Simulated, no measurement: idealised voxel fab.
process module | voxel quadruple lines
cross-section cut | 145 nm wide | cells 5 nm
A cross-section is a grid of square cells, given in bands from the top down. A band is one or more rows of cells.
Each band's line starts with the height of the band's top and of its bottom, in nm. Then come its materials from left to right, each with its width in nm. One material with "throughout" fills the band from edge to edge. "air" is empty space.
Height 0 is the level under which the wafer as received is all one material. The lowest band goes on downwards, as in "0 down".
A width such as "30 to 40" changes by the same amount from each row of cells to the next, from the band's top row to its bottom row.
"no change" after a step means that no cell of the cross-section changed.
closed voids: empty space of 8 cells or more with no open way to the top, each as width x height at its distance from the left edge, in nm
after a step's settings: what the simulator itself notes on the step
overlay nm, on a step with a mask: how far to the right of its planned place the mask lay; to the left if negative
plan
1 op RECEIVE | material Si
2 op CONFORMAL_DEP | material SiO2 | thk nm 10
3 op DIRECTIONAL_DEP | material W | thk nm 10
4 op DIRECTIONAL_DEP | material polySi | thk nm 20
5 op DIRECTIONAL_DEP | material aC | thk nm 20
6 op PATTERN | tone cover | mask id MANDREL | material resist | width nm 20 | thk nm 25 | overlay nm 0
7 op DIRECTIONAL_ETCH | etch materials aC | depth nm 20
8 op STRIP | etch materials resist
9 op CONFORMAL_DEP | material SiO2 | thk nm 10
10 op DIRECTIONAL_ETCH | etch materials SiO2 | depth nm 10
11 op STRIP | etch materials aC
12 op DIRECTIONAL_ETCH | etch materials polySi | depth nm 20
13 op STRIP | etch materials SiO2
14 op CONFORMAL_DEP | material SiCN | thk nm 5
15 op DIRECTIONAL_ETCH | etch materials SiCN | depth nm 5
16 op STRIP | etch materials polySi
17 op DIRECTIONAL_ETCH | etch materials W | depth nm 10
18 op STRIP | etch materials SiCN
first wafer, as planned
as received, after step 1
  0 down: Si throughout
  closed voids: none
after step 2
  10 to 0: SiO2 throughout
  below 0: unchanged
after step 3
  20 to 10: W throughout
  below 10: unchanged
after step 4
  40 to 20: polySi throughout
  below 20: unchanged
after step 5
  60 to 40: aC throughout
  below 40: unchanged
after step 6
  85 to 60: air 60 | resist 20 | air 65
  below 60: unchanged
after step 7
  65 to 60: air 60 | resist 20 | air 65
  60 to 40: air 60 | aC 20 | air 65
  below 40: unchanged
after step 8
  60 to 40: air 60 | aC 20 | air 65
  below 40: unchanged
after step 9
  70 to 60: air 50 | SiO2 40 | air 55
  60 to 50: air 50 | SiO2 10 | aC 20 | SiO2 10 | air 55
  50 to 40: SiO2 60 | aC 20 | SiO2 65
  below 40: unchanged
after step 10
  60 to 40: air 50 | SiO2 10 | aC 20 | SiO2 10 | air 55
  below 40: unchanged
after step 11
  60 to 40: air 50 | SiO2 10 | air 20 | SiO2 10 | air 55
  below 40: unchanged
after step 12
  60 to 40: air 50 | SiO2 10 | air 20 | SiO2 10 | air 55
  40 to 20: air 50 | polySi 10 | air 20 | polySi 10 | air 55
  below 20: unchanged
after step 13
  40 to 20: air 50 | polySi 10 | air 20 | polySi 10 | air 55
  below 20: unchanged
after step 14
  45 to 40: air 45 | SiCN 20 | air 10 | SiCN 20 | air 50
  40 to 25: air 45 | SiCN 5 | polySi 10 | SiCN 5 | air 10 | SiCN 5 | polySi 10 | SiCN 5 | air 50
  25 to 20: SiCN 50 | polySi 10 | SiCN 20 | polySi 10 | SiCN 55
  below 20: unchanged
after step 15
  40 to 20: air 45 | SiCN 5 | polySi 10 | SiCN 5 | air 10 | SiCN 5 | polySi 10 | SiCN 5 | air 50
  below 20: unchanged
after step 16
  40 to 20: air 45 | SiCN 5 | air 10 | SiCN 5 | air 10 | SiCN 5 | air 10 | SiCN 5 | air 50
  below 20: unchanged
after step 17
  40 to 20: air 45 | SiCN 5 | air 10 | SiCN 5 | air 10 | SiCN 5 | air 10 | SiCN 5 | air 50
  20 to 10: air 45 | W 5 | air 10 | W 5 | air 10 | W 5 | air 10 | W 5 | air 50
  below 10: unchanged
after step 18
  20 to 10: air 45 | W 5 | air 10 | W 5 | air 10 | W 5 | air 10 | W 5 | air 50
  below 10: unchanged
second wafer: like start, like plan, one mistake. Through step 2 it matches the first wafer
when step 3 should have ended
  15 to 10: W throughout
  below 10: unchanged
when step 4 should have ended
  35 to 15: polySi throughout
  below 15: unchanged
when step 5 should have ended
  55 to 35: aC throughout
  below 35: unchanged
when step 6 should have ended
  80 to 55: air 60 | resist 20 | air 65
  below 55: unchanged
when step 7 should have ended
  60 to 55: air 60 | resist 20 | air 65
  55 to 35: air 60 | aC 20 | air 65
  below 35: unchanged
when step 8 should have ended
  55 to 35: air 60 | aC 20 | air 65
  below 35: unchanged
when step 9 should have ended
  65 to 55: air 50 | SiO2 40 | air 55
  55 to 45: air 50 | SiO2 10 | aC 20 | SiO2 10 | air 55
  45 to 35: SiO2 60 | aC 20 | SiO2 65
  below 35: unchanged
when step 10 should have ended
  55 to 35: air 50 | SiO2 10 | aC 20 | SiO2 10 | air 55
  below 35: unchanged
when step 11 should have ended
  55 to 35: air 50 | SiO2 10 | air 20 | SiO2 10 | air 55
  below 35: unchanged
when step 12 should have ended
  55 to 35: air 50 | SiO2 10 | air 20 | SiO2 10 | air 55
  35 to 15: air 50 | polySi 10 | air 20 | polySi 10 | air 55
  below 15: unchanged
when step 13 should have ended
  35 to 15: air 50 | polySi 10 | air 20 | polySi 10 | air 55
  below 15: unchanged
when step 14 should have ended
  40 to 35: air 45 | SiCN 20 | air 10 | SiCN 20 | air 50
  35 to 20: air 45 | SiCN 5 | polySi 10 | SiCN 5 | air 10 | SiCN 5 | polySi 10 | SiCN 5 | air 50
  20 to 15: SiCN 50 | polySi 10 | SiCN 20 | polySi 10 | SiCN 55
  below 15: unchanged
when step 15 should have ended
  35 to 15: air 45 | SiCN 5 | polySi 10 | SiCN 5 | air 10 | SiCN 5 | polySi 10 | SiCN 5 | air 50
  below 15: unchanged
when step 16 should have ended
  35 to 15: air 45 | SiCN 5 | air 10 | SiCN 5 | air 10 | SiCN 5 | air 10 | SiCN 5 | air 50
  below 15: unchanged
when step 17 should have ended
  35 to 15: air 45 | SiCN 5 | air 10 | SiCN 5 | air 10 | SiCN 5 | air 10 | SiCN 5 | air 50
  15 to 10: air 45 | W 5 | air 10 | W 5 | air 10 | W 5 | air 10 | W 5 | air 50
  below 10: unchanged
when step 18 should have ended
  15 to 10: air 45 | W 5 | air 10 | W 5 | air 10 | W 5 | air 10 | W 5 | air 50
  below 10: unchanged
what went wrong: step 3 ran as: op DIRECTIONAL_DEP | material W | thk nm 5
at the end the second wafer has, in cells: 4 fewer of W
